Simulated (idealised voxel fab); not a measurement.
The name of this process module is voxel self aligned contacts.
It is cross-section cut that appears here, measuring 230 nm in width, its square cells being 5 nm in size.
Notation: cross-section as square-cell grid; stated in bands, top first, going down; one or more cell rows per band.
Basically the band line says how high the top is and how high the bottom is, in nm, and then what's in it from left to right, every material with its width in nm. Empty space shows up as "air", and if a single material carries "everywhere" it runs the full band edge to edge.
For the purposes of this specification, 0 denotes the height below which the wafer in its as-received condition is composed wholly of one material, and the lowermost band, lacking a lower limit, extends downward without end, as expressed in "from 0 down".
Width "30->40": first value at the band's top row of cells, second value at its bottom row, equal change from row to row.
Any step labelled "no modification" changed none of the cells in the cross-section.
You'll see "Completely enclosed voids" listing empty spaces that have no way open to the top, as long as they're 8 cells or more; the notation is width x height at distance, where the distance is from the left edge, and all of it is in nm.
It should be noted that, on the line of a given step, the content following the step's settings is a remark produced by the simulator itself with respect to that step.
"overlay nm" on a masked step: distance the mask lay right of its planned place, negative for left.

[Listed below are the process steps as planned]
| 1 | RECEIVE [material Si] |
| 2 | OXIDIZE [depth nm 5] |
| 3 | DIRECTIONAL_DEP [material polySi] [thk nm 25] |
| 4 | DIRECTIONAL_DEP [material SiN] [thk nm 20] |
| 5 | PATTERN [tone cover] [mask id GATE] [material resist] [width nm 35] [pitch nm 70] [thk nm 15] [overlay nm 0] |
| 6 | DIRECTIONAL_ETCH [etch materials SiN] [depth nm 20] |
| 7 | DIRECTIONAL_ETCH [etch materials polySi] [depth nm 25] |
| 8 | STRIP [etch materials resist] |
| 9 | CONFORMAL_DEP [material SiN] [thk nm 5] |
| 10 | DIRECTIONAL_ETCH [etch materials SiN] [depth nm 5] |
| 11 | FILL_DEP [material SiO2] [thk nm 15] |
| 12 | CMP [height nm 50] |
| 13 | MASKED_ETCH [tone open] [mask id CONTACT] [width nm 55] [etch materials SiO2] [depth nm 55] [overlay nm 0] |
| 14 | CONFORMAL_DEP [material TiN] [thk nm 5] |
| 15 | FILL_DEP [material Ru] [thk nm 10] |
| 16 | CMP [height nm 50] |
| 17 | CONFORMAL_DEP [material SiCN] [thk nm 5] |

[Shown in cross-section is the wafer as received, that is, as it stands after step 1]
  from 0 down = Si everywhere
  Completely enclosed voids: none

[End-of-module cross-section. Starting structure and process plan as above; one mistake made in running it]
  from 55 to 50 = SiCN everywhere
  from 50 to 45 = SiO2 85; TiN 55; SiO2 90
  from 45 to 25 = SiN 65; SiO2 20; TiN 5; SiN 45; TiN 5; SiO2 20; SiN 70
  from 25 to 0 = polySi 60; SiN 5; SiO2 20; TiN 5; SiN 5; polySi 35; SiN 5; TiN 5; SiO2 20; SiN 5; polySi 65
  from 0 to -5 = SiO2 85; TiN 5; SiO2 45; TiN 5; SiO2 90
  from -5 down = Si everywhere
  Completely enclosed voids: none
Plan not followed: rather than as planned, step 5 actually ran as PATTERN [tone open] [mask id GATE] [material resist] [width nm 35] [pitch nm 70] [thk nm 15] [overlay nm 0]
